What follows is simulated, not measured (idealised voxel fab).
A process module follows: voxel self aligned contacts.
We display cut, a cross-section 145 nm in width whose square cells are each 5 nm.
Think of the cross-section as a grid of square cells. We describe it in bands, top to bottom, and each band covers one or more rows of those cells. The entry gives the band's vertical extent as a top height and a bottom height in nm, then its horizontal make-up as materials from left to right, each with a width in nm. "blank" stands for empty space; a single material marked "everywhere" fills the band edge to edge. For the purposes of this specification, 0 denotes the height below which the wafer in its as-received condition is composed wholly of one material, and the lowermost band, lacking a lower limit, extends downward without end, as expressed in "0 down". A width such as "30->40" changes by the same amount from each row of cells to the next, from the band's top row to its bottom row. Step note "all unchanged" = no cross-section cell changed. Empty spaces without an open route to the top, at least 8 cells in extent, make up the entry "Trapped cavities"; each is given as width x height at distance, where the distance is measured from the left edge, and all are in nm. That trailing text on a step's line, after the settings, is the simulator's own remark on the step. overlay nm: for a step with a mask, the amount by which the mask lay right of where it was planned; a negative amount means left of it.

The process steps that were planned are listed below
1,RECEIVE [material Si]
2,OXIDIZE [depth nm 5]
3,DIRECTIONAL_DEP [material polySi] [thk nm 20]
4,DIRECTIONAL_DEP [material SiN] [thk nm 15]
5,DIRECTIONAL_DEP [material aC] [thk nm 10]
6,PATTERN [tone cover] [mask id GATE] [material resist] [width nm 35] [pitch nm 60] [thk nm 30] [overlay nm 0]
7,DIRECTIONAL_ETCH [etch materials aC] [depth nm 10]
8,STRIP [etch materials resist]
9,DIRECTIONAL_ETCH [etch materials SiN] [depth nm 15]
10,DIRECTIONAL_ETCH [etch materials polySi] [depth nm 20]
11,STRIP [etch materials aC]
12,CONFORMAL_DEP [material SiN] [thk nm 5]
13,DIRECTIONAL_ETCH [etch materials SiN] [depth nm 5]
14,FILL_DEP [material SiO2] [thk nm 15]
15,CMP [height nm 40]
16,MASKED_ETCH [tone open] [mask id CONTACT] [width nm 35] [etch materials SiO2] [depth nm 45] [overlay nm 0]
17,CONFORMAL_DEP [material TiN] [thk nm 5]
18,FILL_DEP [material Ru] [thk nm 5]
19,CMP [height nm 40]
20,CONFORMAL_DEP [material SiN] [thk nm 5]

First of two wafers: run as planned

Received-state cross-section, reflecting completion of step 1
> 0 down = Si everywhere
> Trapped cavities: none

Once step 2 is through, the wafer looks like this in cross-section
> 0 to -5 = SiO2 everywhere
> Lower than -5, everything is as it was.

Once step 3 is through, the wafer looks like this in cross-section
> 20 to 0 = polySi everywhere
> Lower than 0, everything is as it was.

Once step 4 is through, the wafer looks like this in cross-section
> 35 to 20 = SiN everywhere
> Lower than 20, everything is as it was.

Once step 5 is through, the wafer looks like this in cross-section
> 45 to 35 = aC everywhere
> Lower than 35, everything is as it was.

Once step 6 is through, the wafer looks like this in cross-section
> 75 to 45 = blank=25 | resist=35 | blank=25 | resist=35 | blank=25
> Lower than 45, everything is as it was.

Once step 7 is through, the wafer looks like this in cross-section
> 65 to 45 = blank=25 | resist=35 | blank=25 | resist=35 | blank=25
> 45 to 35 = blank=25 | aC=35 | blank=25 | aC=35 | blank=25
> Lower than 35, everything is as it was.

Once step 8 is through, the wafer looks like this in cross-section
> 45 to 35 = blank=25 | aC=35 | blank=25 | aC=35 | blank=25
> Lower than 35, everything is as it was.

Once step 9 is through, the wafer looks like this in cross-section
> 45 to 35 = blank=25 | aC=35 | blank=25 | aC=35 | blank=25
> 35 to 20 = blank=25 | SiN=35 | blank=25 | SiN=35 | blank=25
> Lower than 20, everything is as it was.

Once step 10 is through, the wafer looks like this in cross-section
> 45 to 35 = blank=25 | aC=35 | blank=25 | aC=35 | blank=25
> 35 to 20 = blank=25 | SiN=35 | blank=25 | SiN=35 | blank=25
> 20 to 0 = blank=25 | polySi=35 | blank=25 | polySi=35 | blank=25
> Lower than 0, everything is as it was.

Once step 11 is through, the wafer looks like this in cross-section
> 35 to 20 = blank=25 | SiN=35 | blank=25 | SiN=35 | blank=25
> Lower than 20, everything is as it was.

Once step 12 is through, the wafer looks like this in cross-section
> 40 to 20 = blank=20 | SiN=45 | blank=15 | SiN=45 | blank=20
> 20 to 5 = blank=20 | SiN=5 | polySi=35 | SiN=5 | blank=15 | SiN=5 | polySi=35 | SiN=5 | blank=20
> 5 to 0 = SiN=25 | polySi=35 | SiN=25 | polySi=35 | SiN=25
> Lower than 0, everything is as it was.

Once step 13 is through, the wafer looks like this in cross-section
> 35 to 20 = blank=20 | SiN=45 | blank=15 | SiN=45 | blank=20
> 20 to 0 = blank=20 | SiN=5 | polySi=35 | SiN=5 | blank=15 | SiN=5 | polySi=35 | SiN=5 | blank=20
> Lower than 0, everything is as it was.

Once step 14 is through, the wafer looks like this in cross-section
> 50 to 35 = SiO2 everywhere
> 35 to 20 = SiO2=20 | SiN=45 | SiO2=15 | SiN=45 | SiO2=20
> 20 to 0 = SiO2=20 | SiN=5 | polySi=35 | SiN=5 | SiO2=15 | SiN=5 | polySi=35 | SiN=5 | SiO2=20
> Lower than 0, everything is as it was.

Once step 15 is through, the wafer looks like this in cross-section
> 40 to 35 = SiO2 everywhere
> Lower than 35, everything is as it was.

Once step 16 is through, the wafer looks like this in cross-section
> 40 to 35 = SiO2=55 | blank=35 | SiO2=55
> 35 to 20 = SiO2=20 | SiN=45 | blank=15 | SiN=45 | SiO2=20
> 20 to 0 = SiO2=20 | SiN=5 | polySi=35 | SiN=5 | blank=15 | SiN=5 | polySi=35 | SiN=5 | SiO2=20
> 0 to -5 = SiO2=65 | blank=15 | SiO2=65
> Lower than -5, everything is as it was.

Once step 17 is through, the wafer looks like this in cross-section
> 45 to 40 = TiN=60 | blank=25 | TiN=60
> 40 to 35 = SiO2=55 | TiN=15 | blank=5 | TiN=15 | SiO2=55
> 35 to 20 = SiO2=20 | SiN=45 | TiN=5 | blank=5 | TiN=5 | SiN=45 | SiO2=20
> 20 to 0 = SiO2=20 | SiN=5 | polySi=35 | SiN=5 | TiN=5 | blank=5 | TiN=5 | SiN=5 | polySi=35 | SiN=5 | SiO2=20
> 0 to -5 = SiO2=65 | TiN=15 | SiO2=65
> Lower than -5, everything is as it was.

Once step 18 is through, the wafer looks like this in cross-section
> 50 to 45 = Ru everywhere
> 45 to 40 = TiN=60 | Ru=25 | TiN=60
> 40 to 35 = SiO2=55 | TiN=15 | Ru=5 | TiN=15 | SiO2=55
> 35 to 20 = SiO2=20 | SiN=45 | TiN=5 | Ru=5 | TiN=5 | SiN=45 | SiO2=20
> 20 to 0 = SiO2=20 | SiN=5 | polySi=35 | SiN=5 | TiN=5 | Ru=5 | TiN=5 | SiN=5 | polySi=35 | SiN=5 | SiO2=20
> Lower than 0, everything is as it was.

Once step 19 is through, the wafer looks like this in cross-section
> 40 to 35 = SiO2=55 | TiN=15 | Ru=5 | TiN=15 | SiO2=55
> Lower than 35, everything is as it was.

Once step 20 is through, the wafer looks like this in cross-section
> 45 to 40 = SiN everywhere
> Lower than 40, everything is as it was.

Notes, second wafer: start = first wafer's, plan = first wafer's, execution had one mistake; history identical to first through step 1

Cross-section of the second wafer corresponding to the planned conclusion of step 2
> 20 to 0 = polySi everywhere
> Lower than 0, everything is as it was.

Cross-section of the second wafer corresponding to the planned conclusion of step 3
> 20 to 15 = SiO2 everywhere
> Lower than 15, everything is as it was.

Cross-section of the second wafer corresponding to the planned conclusion of step 4
> 35 to 20 = SiN everywhere
> Lower than 20, everything is as it was.

Cross-section of the second wafer corresponding to the planned conclusion of step 5
> 45 to 35 = aC everywhere
> Lower than 35, everything is as it was.

Cross-section of the second wafer corresponding to the planned conclusion of step 6
> 75 to 45 = blank=25 | resist=35 | blank=25 | resist=35 | blank=25
> Lower than 45, everything is as it was.

Cross-section of the second wafer corresponding to the planned conclusion of step 7
> 65 to 45 = blank=25 | resist=35 | blank=25 | resist=35 | blank=25
> 45 to 35 = blank=25 | aC=35 | blank=25 | aC=35 | blank=25
> Lower than 35, everything is as it was.

Cross-section of the second wafer corresponding to the planned conclusion of step 8
> 45 to 35 = blank=25 | aC=35 | blank=25 | aC=35 | blank=25
> Lower than 35, everything is as it was.

Cross-section of the second wafer corresponding to the planned conclusion of step 9
> 45 to 35 = blank=25 | aC=35 | blank=25 | aC=35 | blank=25
> 35 to 20 = blank=25 | SiN=35 | blank=25 | SiN=35 | blank=25
> Lower than 20, everything is as it was.

Cross-section of the second wafer corresponding to the planned conclusion of step 10: all unchanged

Cross-section of the second wafer corresponding to the planned conclusion of step 11
> 35 to 20 = blank=25 | SiN=35 | blank=25 | SiN=35 | blank=25
> Lower than 20, everything is as it was.

Cross-section of the second wafer corresponding to the planned conclusion of step 12
> 40 to 25 = blank=20 | SiN=45 | blank=15 | SiN=45 | blank=20
> 25 to 20 = SiN everywhere
> Lower than 20, everything is as it was.

Cross-section of the second wafer corresponding to the planned conclusion of step 13
> 35 to 20 = blank=20 | SiN=45 | blank=15 | SiN=45 | blank=20
> Lower than 20, everything is as it was.

Cross-section of the second wafer corresponding to the planned conclusion of step 14
> 50 to 35 = SiO2 everywhere
> 35 to 20 = SiO2=20 | SiN=45 | SiO2=15 | SiN=45 | SiO2=20
> Lower than 20, everything is as it was.

Cross-section of the second wafer corresponding to the planned conclusion of step 15
> 40 to 35 = SiO2 everywhere
> Lower than 35, everything is as it was.

Cross-section of the second wafer corresponding to the planned conclusion of step 16
> 40 to 35 = SiO2=55 | blank=35 | SiO2=55
> 35 to 20 = SiO2=20 | SiN=45 | blank=15 | SiN=45 | SiO2=20
> 20 to 15 = SiO2=65 | blank=15 | SiO2=65
> Lower than 15, everything is as it was.

Cross-section of the second wafer corresponding to the planned conclusion of step 17
> 45 to 40 = TiN=60 | blank=25 | TiN=60
> 40 to 35 = SiO2=55 | TiN=15 | blank=5 | TiN=15 | SiO2=55
> 35 to 20 = SiO2=20 | SiN=45 | TiN=5 | blank=5 | TiN=5 | SiN=45 | SiO2=20
> 20 to 15 = SiO2=65 | TiN=15 | SiO2=65
> Lower than 15, everything is as it was.

Cross-section of the second wafer corresponding to the planned conclusion of step 18
> 50 to 45 = Ru everywhere
> 45 to 40 = TiN=60 | Ru=25 | TiN=60
> 40 to 35 = SiO2=55 | TiN=15 | Ru=5 | TiN=15 | SiO2=55
> 35 to 20 = SiO2=20 | SiN=45 | TiN=5 | Ru=5 | TiN=5 | SiN=45 | SiO2=20
> Lower than 20, everything is as it was.

Cross-section of the second wafer corresponding to the planned conclusion of step 19
> 40 to 35 = SiO2=55 | TiN=15 | Ru=5 | TiN=15 | SiO2=55
> Lower than 35, everything is as it was.

Cross-section of the second wafer corresponding to the planned conclusion of step 20
> 45 to 40 = SiN everywhere
> Lower than 40, everything is as it was.
Deviation from plan: step 2 ran in the slot meant for step 3, and vice versa
Counted in cells at the end, the second wafer holds more or fewer of these materials than the first: 4 fewer of Ru | 29 more of Si | 16 fewer of SiN | 32 fewer of SiO2 | 8 fewer of TiN | 31 more of polySi
